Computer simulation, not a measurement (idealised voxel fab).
This is a process module. Its name is voxel wiring stack.
We display cut, a cross-section 300 nm in width whose square cells are each 5 nm.
Cross-sections here: square-cell grids, written as top-down lists of bands, a band being one or more rows of cells. First you get the band's top height and its bottom height, in nm, and then the materials it's made of, left to right, with each width in nm. If you see a single material with "edge to edge", that one covers the band edge to edge. "empty" is empty space. Ref level 0: as-received wafer is one material below here. Bottom band extends down with no lower bound ("from 0 down"). Width spec "30->40" -> top row of cells at first value, bottom row at second value, equal per-row change in between. "all unchanged" after a step means that no cell of the cross-section changed. Basically, "Cavities, closed" tells you about the enclosed voids: empty spaces with no open way to the top, 8 cells or bigger, each written width x height at distance, where distance is from the left edge, all in nm. Past the settings on a step's line: simulator remark, on that step. overlay nm: on a step with a mask, how far right of its planned place the mask lay; negative means left.
PROCESS STEPS - PLAN
1) RECEIVE, material Si
2) CONFORMAL_DEP, material SiO2, thk nm 15
3) DIRECTIONAL_DEP, material TiN, thk nm 5
4) DIRECTIONAL_DEP, material W, thk nm 25
5) DIRECTIONAL_DEP, material aC, thk nm 15
6) PATTERN, tone cover, mask id METAL_1, material resist, width nm 30, pitch nm 50, thk nm 35, overlay nm 0
7) DIRECTIONAL_ETCH, etch materials aC, depth nm 15
8) STRIP, etch materials resist
9) DIRECTIONAL_ETCH, etch materials W, depth nm 25
10) DIRECTIONAL_ETCH, etch materials TiN, depth nm 5
11) STRIP, etch materials aC
12) CONFORMAL_DEP, material SiCN, thk nm 5
13) FILL_DEP, material lowk, thk nm 10
14) CMP, height nm 45
15) CONFORMAL_DEP, material SiCN, thk nm 5
16) DIRECTIONAL_DEP, material SiO2, thk nm 15
17) DIRECTIONAL_DEP, material aC, thk nm 5
18) PATTERN, tone open, mask id PLUG_1, material resist, width nm 15, pitch nm 50, thk nm 30, overlay nm 0
19) DIRECTIONAL_ETCH, etch materials aC, depth nm 10
20) STRIP, etch materials resist
21) DIRECTIONAL_ETCH, etch materials SiO2, depth nm 15
22) DIRECTIONAL_ETCH, etch materials SiCN, depth nm 5
23) STRIP, etch materials aC
24) EPI, material Ru, thk nm 10
25) EPI, material Ru, thk nm 10
26) DIRECTIONAL_DEP, material TiN, thk nm 5
27) DIRECTIONAL_DEP, material Ru, thk nm 15
28) PATTERN, tone cover, mask id METAL_2, material resist, width nm 30, pitch nm 50, thk nm 15, overlay nm 0
29) DIRECTIONAL_ETCH, etch materials Ru, depth nm 15
30) DIRECTIONAL_ETCH, etch materials TiN, depth nm 5
31) STRIP, etch materials resist
32) CONFORMAL_DEP, material SiN, thk nm 5
33) FILL_DEP, material lowk, thk nm 10
34) CMP, height nm 85
35) CONFORMAL_DEP, material SiN, thk nm 5
Same starting wafers, different thk nm at step 17. Plan value belongs to the first wafer.
INCOMING STATE OF THE FIRST OF SEVERAL WAFERS IN CROSS-SECTION: AFTER STEP 1
  from 0 down | Si edge to edge
  Cavities, closed: none
HERE IS HOW TO READ THE ROWS: EVERY WAFER HAS A ROW, AND IT SHOWS THE WAFER AT THE END OF THE MODULE, GIVING FOR EACH MATERIAL HOW MANY CELLS WERE GAINED (+) OR LOST (-) SINCE THE WAFER WAS RECEIVED, THEN LISTING ITS CLOSED VOIDS
thk nm 5, +90 Ru, +123 SiCN, +120 SiN, +333 SiO2, +36 TiN, +90 W, +288 lowk, Cavities, closed: none
thk nm 10, +90 Ru, +123 SiCN, +120 SiN, +333 SiO2, +36 TiN, +90 W, +288 lowk, Cavities, closed: none
thk nm 15, +54 Ru, +132 SiCN, +120 SiN, +360 SiO2, +36 TiN, +90 W, +288 lowk, Cavities, closed: none
thk nm 20, +54 Ru, +132 SiCN, +120 SiN, +360 SiO2, +36 TiN, +90 W, +288 lowk, Cavities, closed: none
thk nm 25, +54 Ru, +132 SiCN, +120 SiN, +360 SiO2, +36 TiN, +90 W, +288 lowk, Cavities, closed: none
